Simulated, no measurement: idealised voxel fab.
process module | voxel trench capacitor
cross-section cut | 230 nm wide | cells 5 nm
A cross-section is a grid of square cells, given in bands from the top down. A band is one or more rows of cells.
Each band's line starts with the height of the band's top and of its bottom, in nm. Then come its materials from left to right, each with its width in nm. One material with "throughout" fills the band from edge to edge. "air" is empty space.
Height 0 is the level under which the wafer as received is all one material. The lowest band goes on downwards, as in "0 down".
A width such as "30 to 40" changes by the same amount from each row of cells to the next, from the band's top row to its bottom row.
"no change" after a step means that no cell of the cross-section changed.
closed voids: empty space of 8 cells or more with no open way to the top, each as width x height at its distance from the left edge, in nm
after a step's settings: what the simulator itself notes on the step
overlay nm, on a step with a mask: how far to the right of its planned place the mask lay; to the left if negative
plan
1 op RECEIVE | material Si
2 op CONFORMAL_DEP | material SiN | thk nm 5
3 op DIRECTIONAL_DEP | material aC | thk nm 15
4 op PATTERN | tone open | mask id TRENCH | material resist | width nm 30 | pitch nm 55 | thk nm 35 | overlay nm 0
5 op DIRECTIONAL_ETCH | etch materials aC | depth nm 15
6 op STRIP | etch materials resist
7 op DIRECTIONAL_ETCH | etch materials SiN | depth nm 5
8 op DIRECTIONAL_ETCH | etch materials Si | depth nm 35
9 op STRIP | etch materials aC
10 op CONFORMAL_DEP | material HfO2 | thk nm 5
11 op CONFORMAL_DEP | material TiN | thk nm 5
12 op FILL_DEP | material W | thk nm 5
13 op CMP | height nm 5
as received, after step 1
  0 down: Si throughout
  closed voids: none
a wafer at the end: this start, this plan, one mistake
  5 to 0: SiN 15 | HfO2 30 | SiN 25 | HfO2 30 | SiN 25 | HfO2 30 | SiN 25 | HfO2 30 | SiN 20
  0 to -35: Si 15 | HfO2 30 | Si 25 | HfO2 30 | Si 25 | HfO2 30 | Si 25 | HfO2 30 | Si 20
  -35 down: Si throughout
  closed voids: none
what went wrong: step 10 ran as: op CONFORMAL_DEP | material HfO2 | thk nm 15
